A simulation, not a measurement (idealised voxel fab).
The process module that follows is named voxel self aligned vias.
Cross-section cut spans 190 nm and uses square cells 5 nm in size.
This document writes a cross-section as a grid whose cells are square, and gives it as bands, listed from the top down; one or more rows of cells form a band. Top, bottom (nm), then materials left to right with widths (nm); lone material tagged "full width" fills the whole band edge to edge; "empty" = empty space. Heights from 0 (as-received wafer is one material below). Bottom band endless downward, as "0 down". Top row gets the first number, bottom row gets the second, and each row in between changes by the same step: that is how a band width like "30 to 40" works. Given "remains unaltered" for a step, no cell of the cross-section differs between before and after that step. You'll see "Closed void entries" listing empty spaces that have no way open to the top, as long as they're 8 cells or more; the notation is width x height at distance, where the distance is from the left edge, and all of it is in nm. Step line, after settings: the simulator's comment on this step. If you see "overlay nm" on a step's line and that step has a mask, it's telling you how far right of where it was planned the mask ended up; a negative number means it went left instead.
The planned process steps are enumerated hereunder
1,RECEIVE (material Si)
2,CONFORMAL_DEP (material SiO2; thk nm 10)
3,CONFORMAL_DEP (material SiCN; thk nm 5)
4,DIRECTIONAL_DEP (material SiO2; thk nm 25)
5,PATTERN (tone open; mask id LINES; material resist; width nm 25; pitch nm 70; thk nm 15; overlay nm 0)
6,DIRECTIONAL_ETCH (etch materials SiO2; depth nm 25)
7,STRIP (etch materials resist)
8,CONFORMAL_DEP (material TiN; thk nm 5)
9,FILL_DEP (material W; thk nm 10)
10,CMP (height nm 40)
11,SELECTIVE_ETCH (etch materials W Ru TiN; depth nm 5)
12,FILL_DEP (material SiN; thk nm 5)
13,CMP (height nm 40)
14,DIRECTIONAL_DEP (material SiO2; thk nm 20)
15,MASKED_ETCH (tone open; mask id VIAS; width nm 45; etch materials SiO2; depth nm 20; overlay nm 0)
16,MASKED_ETCH (tone open; mask id VIAS; width nm 45; etch materials SiN; depth nm 5; overlay nm 0)
17,CONFORMAL_DEP (material TiN; thk nm 5)
18,FILL_DEP (material Ru; thk nm 5)
19,CMP (height nm 60)
20,CONFORMAL_DEP (material SiCN; thk nm 5)
First of two wafers, processed according to plan
Here's what the wafer looked like in cross-section when it arrived - that's after step 1
	0 down | Si full width
	Closed void entries: none
Once step 2 is through, the wafer looks like this in cross-section
	10 to 0 | SiO2 full width
	Below 0, no change.
Once step 3 is through, the wafer looks like this in cross-section
	15 to 10 | SiCN full width
	Below 10, no change.
Once step 4 is through, the wafer looks like this in cross-section
	40 to 15 | SiO2 full width
	Below 15, no change.
Once step 5 is through, the wafer looks like this in cross-section
	55 to 40 | resist (45), then empty (25), then resist (45), then empty (25), then resist (50)
	Below 40, no change.
Once step 6 is through, the wafer looks like this in cross-section
	55 to 40 | resist (45), then empty (25), then resist (45), then empty (25), then resist (50)
	40 to 15 | SiO2 (45), then empty (25), then SiO2 (45), then empty (25), then SiO2 (50)
	Below 15, no change.
Once step 7 is through, the wafer looks like this in cross-section
	40 to 15 | SiO2 (45), then empty (25), then SiO2 (45), then empty (25), then SiO2 (50)
	Below 15, no change.
Once step 8 is through, the wafer looks like this in cross-section
	45 to 40 | TiN (50), then empty (15), then TiN (55), then empty (15), then TiN (55)
	40 to 20 | SiO2 (45), then TiN (5), then empty (15), then TiN (5), then SiO2 (45), then TiN (5), then empty (15), then TiN (5), then SiO2 (50)
	20 to 15 | SiO2 (45), then TiN (25), then SiO2 (45), then TiN (25), then SiO2 (50)
	Below 15, no change.
Once step 9 is through, the wafer looks like this in cross-section
	55 to 45 | W full width
	45 to 40 | TiN (50), then W (15), then TiN (55), then W (15), then TiN (55)
	40 to 20 | SiO2 (45), then TiN (5), then W (15), then TiN (5), then SiO2 (45), then TiN (5), then W (15), then TiN (5), then SiO2 (50)
	Below 20, no change.
Once step 10 is through, the wafer looks like this in cross-section
	40 to 20 | SiO2 (45), then TiN (5), then W (15), then TiN (5), then SiO2 (45), then TiN (5), then W (15), then TiN (5), then SiO2 (50)
	Below 20, no change.
Once step 11 is through, the wafer looks like this in cross-section
	40 to 35 | SiO2 (45), then empty (25), then SiO2 (45), then empty (25), then SiO2 (50)
	Below 35, no change.
Once step 12 is through, the wafer looks like this in cross-section
	45 to 40 | SiN full width
	40 to 35 | SiO2 (45), then SiN (25), then SiO2 (45), then SiN (25), then SiO2 (50)
	Below 35, no change.
Once step 13 is through, the wafer looks like this in cross-section
	40 to 35 | SiO2 (45), then SiN (25), then SiO2 (45), then SiN (25), then SiO2 (50)
	Below 35, no change.
Once step 14 is through, the wafer looks like this in cross-section
	60 to 40 | SiO2 full width
	Below 40, no change.
Once step 15 is through, the wafer looks like this in cross-section
	60 to 40 | SiO2 (35), then empty (45), then SiO2 (110)
	Below 40, no change.
Once step 16 is through, the wafer looks like this in cross-section
	60 to 40 | SiO2 (35), then empty (45), then SiO2 (110)
	40 to 35 | SiO2 (45), then empty (25), then SiO2 (45), then SiN (25), then SiO2 (50)
	Below 35, no change.
Once step 17 is through, the wafer looks like this in cross-section
	65 to 60 | TiN (40), then empty (35), then TiN (115)
	60 to 45 | SiO2 (35), then TiN (5), then empty (35), then TiN (5), then SiO2 (110)
	45 to 40 | SiO2 (35), then TiN (15), then empty (15), then TiN (15), then SiO2 (110)
	40 to 35 | SiO2 (45), then TiN (25), then SiO2 (45), then SiN (25), then SiO2 (50)
	Below 35, no change.
Once step 18 is through, the wafer looks like this in cross-section
	70 to 65 | Ru full width
	65 to 60 | TiN (40), then Ru (35), then TiN (115)
	60 to 45 | SiO2 (35), then TiN (5), then Ru (35), then TiN (5), then SiO2 (110)
	45 to 40 | SiO2 (35), then TiN (15), then Ru (15), then TiN (15), then SiO2 (110)
	Below 40, no change.
Once step 19 is through, the wafer looks like this in cross-section
	60 to 45 | SiO2 (35), then TiN (5), then Ru (35), then TiN (5), then SiO2 (110)
	Below 45, no change.
Once step 20 is through, the wafer looks like this in cross-section
	65 to 60 | SiCN full width
	Below 60, no change.
Okay, second wafer. Nothing different at the start, nothing different in the plan, just one mistake somewhere in the running. As far as step 1, counting that step, it's the first wafer all over again
Second wafer, cross-section, planned end of step 2
	5 to 0 | SiCN full width
	Below 0, no change.
Second wafer, cross-section, planned end of step 3
	15 to 5 | SiO2 full width
	Below 5, no change.
Second wafer, cross-section, planned end of step 4
	40 to 5 | SiO2 full width
	Below 5, no change.
Second wafer, cross-section, planned end of step 5
	55 to 40 | resist (45), then empty (25), then resist (45), then empty (25), then resist (50)
	Below 40, no change.
Second wafer, cross-section, planned end of step 6
	55 to 40 | resist (45), then empty (25), then resist (45), then empty (25), then resist (50)
	40 to 15 | SiO2 (45), then empty (25), then SiO2 (45), then empty (25), then SiO2 (50)
	Below 15, no change.
Second wafer, cross-section, planned end of step 7
	40 to 15 | SiO2 (45), then empty (25), then SiO2 (45), then empty (25), then SiO2 (50)
	Below 15, no change.
Second wafer, cross-section, planned end of step 8
	45 to 40 | TiN (50), then empty (15), then TiN (55), then empty (15), then TiN (55)
	40 to 20 | SiO2 (45), then TiN (5), then empty (15), then TiN (5), then SiO2 (45), then TiN (5), then empty (15), then TiN (5), then SiO2 (50)
	20 to 15 | SiO2 (45), then TiN (25), then SiO2 (45), then TiN (25), then SiO2 (50)
	Below 15, no change.
Second wafer, cross-section, planned end of step 9
	55 to 45 | W full width
	45 to 40 | TiN (50), then W (15), then TiN (55), then W (15), then TiN (55)
	40 to 20 | SiO2 (45), then TiN (5), then W (15), then TiN (5), then SiO2 (45), then TiN (5), then W (15), then TiN (5), then SiO2 (50)
	Below 20, no change.
Second wafer, cross-section, planned end of step 10
	40 to 20 | SiO2 (45), then TiN (5), then W (15), then TiN (5), then SiO2 (45), then TiN (5), then W (15), then TiN (5), then SiO2 (50)
	Below 20, no change.
Second wafer, cross-section, planned end of step 11
	40 to 35 | SiO2 (45), then empty (25), then SiO2 (45), then empty (25), then SiO2 (50)
	Below 35, no change.
Second wafer, cross-section, planned end of step 12
	45 to 40 | SiN full width
	40 to 35 | SiO2 (45), then SiN (25), then SiO2 (45), then SiN (25), then SiO2 (50)
	Below 35, no change.
Second wafer, cross-section, planned end of step 13
	40 to 35 | SiO2 (45), then SiN (25), then SiO2 (45), then SiN (25), then SiO2 (50)
	Below 35, no change.
Second wafer, cross-section, planned end of step 14
	60 to 40 | SiO2 full width
	Below 40, no change.
Second wafer, cross-section, planned end of step 15
	60 to 40 | SiO2 (35), then empty (45), then SiO2 (110)
	Below 40, no change.
Second wafer, cross-section, planned end of step 16
	60 to 40 | SiO2 (35), then empty (45), then SiO2 (110)
	40 to 35 | SiO2 (45), then empty (25), then SiO2 (45), then SiN (25), then SiO2 (50)
	Below 35, no change.
Second wafer, cross-section, planned end of step 17
	65 to 60 | TiN (40), then empty (35), then TiN (115)
	60 to 45 | SiO2 (35), then TiN (5), then empty (35), then TiN (5), then SiO2 (110)
	45 to 40 | SiO2 (35), then TiN (15), then empty (15), then TiN (15), then SiO2 (110)
	40 to 35 | SiO2 (45), then TiN (25), then SiO2 (45), then SiN (25), then SiO2 (50)
	Below 35, no change.
Second wafer, cross-section, planned end of step 18
	70 to 65 | Ru full width
	65 to 60 | TiN (40), then Ru (35), then TiN (115)
	60 to 45 | SiO2 (35), then TiN (5), then Ru (35), then TiN (5), then SiO2 (110)
	45 to 40 | SiO2 (35), then TiN (15), then Ru (15), then TiN (15), then SiO2 (110)
	Below 40, no change.
Second wafer, cross-section, planned end of step 19
	60 to 45 | SiO2 (35), then TiN (5), then Ru (35), then TiN (5), then SiO2 (110)
	Below 45, no change.
Second wafer, cross-section, planned end of step 20
	65 to 60 | SiCN full width
	Below 60, no change.
Here's what went sideways: the executed order of steps 2 and 3 is the reverse of that specified in the plan, each step having taken the other's position
Matching per-material cell counts, mismatched positions: that is how the second wafer compares with the first at the end.
